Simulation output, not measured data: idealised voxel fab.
The name of this process module is voxel double patterning.
Section cut is 165 nm wide and gridded with 5 nm square cells.
Bands, listed from the top down, are how a cross-section gets written in this document; the cross-section itself is a grid of square cells, and a band is one or more rows of them. Each band's line starts with the height of the band's top and of its bottom, in nm. Then come its materials from left to right, each with its width in nm. One material with "full width" fills the band from edge to edge. "blank" is empty space. For the purposes of this specification, 0 denotes the height below which the wafer in its as-received condition is composed wholly of one material, and the lowermost band, lacking a lower limit, extends downward without end, as expressed in "0 -> down". Think of "30 to 40" as a width that walks from the first number to the second as you go down the band, top row to bottom row, taking equal-sized steps from row to row. Take "nothing changed" at face value: in the step it is given for, the cross-section changed in none of its cells. "Trapped cavities" contains a list of empty spaces, each no smaller than 8 cells and without an open way to the top, written in the form width x height at distance with the distance from the left edge and all three in nm. It should be noted that, on the line of a given step, the content following the step's settings is a remark produced by the simulator itself with respect to that step. The setting "overlay nm" may be written on the line of a step. When the step uses a mask, the value reports how far to the right of the planned place the mask lay, and a negative value reports that it lay to the left.

### Below is the list of planned process steps
1,RECEIVE,material Si
2,CONFORMAL_DEP,material SiN,thk nm 5
3,DIRECTIONAL_DEP,material SiO2,thk nm 15
4,DIRECTIONAL_DEP,material SiCN,thk nm 5
5,DIRECTIONAL_DEP,material aC,thk nm 15
6,PATTERN,tone open,mask id FIRST,material resist,width nm 15,pitch nm 50,thk nm 35,overlay nm 0
7,DIRECTIONAL_ETCH,etch materials aC,depth nm 15
8,STRIP,etch materials resist
9,DIRECTIONAL_ETCH,etch materials SiCN,depth nm 5
10,STRIP,etch materials aC
11,DIRECTIONAL_DEP,material aC,thk nm 15
12,PATTERN,tone open,mask id SECOND,material resist,width nm 15,thk nm 35,overlay nm 0
13,DIRECTIONAL_ETCH,etch materials aC,depth nm 15
14,STRIP,etch materials resist
15,DIRECTIONAL_ETCH,etch materials SiCN,depth nm 5
16,STRIP,etch materials aC
17,DIRECTIONAL_ETCH,etch materials SiO2,depth nm 15
18,STRIP,etch materials SiCN

### So this is the incoming wafer in cross-section - it's already been through step 1
  0 -> down: Si full width
  Trapped cavities: none

### Result of the module, cross-sectioned: start per above, plan per above, one error in how it was run
  30 -> 15: 50 nm SiO2 / 15 nm blank / 10 nm SiO2 / 15 nm blank / 10 nm SiO2 / 15 nm blank / 50 nm SiO2
  15 -> 0: SiN full width
  0 -> down: Si full width
  Trapped cavities: none
Short version of what went wrong: rather than as planned, step 2 actually ran as CONFORMAL_DEP,material SiN,thk nm 15
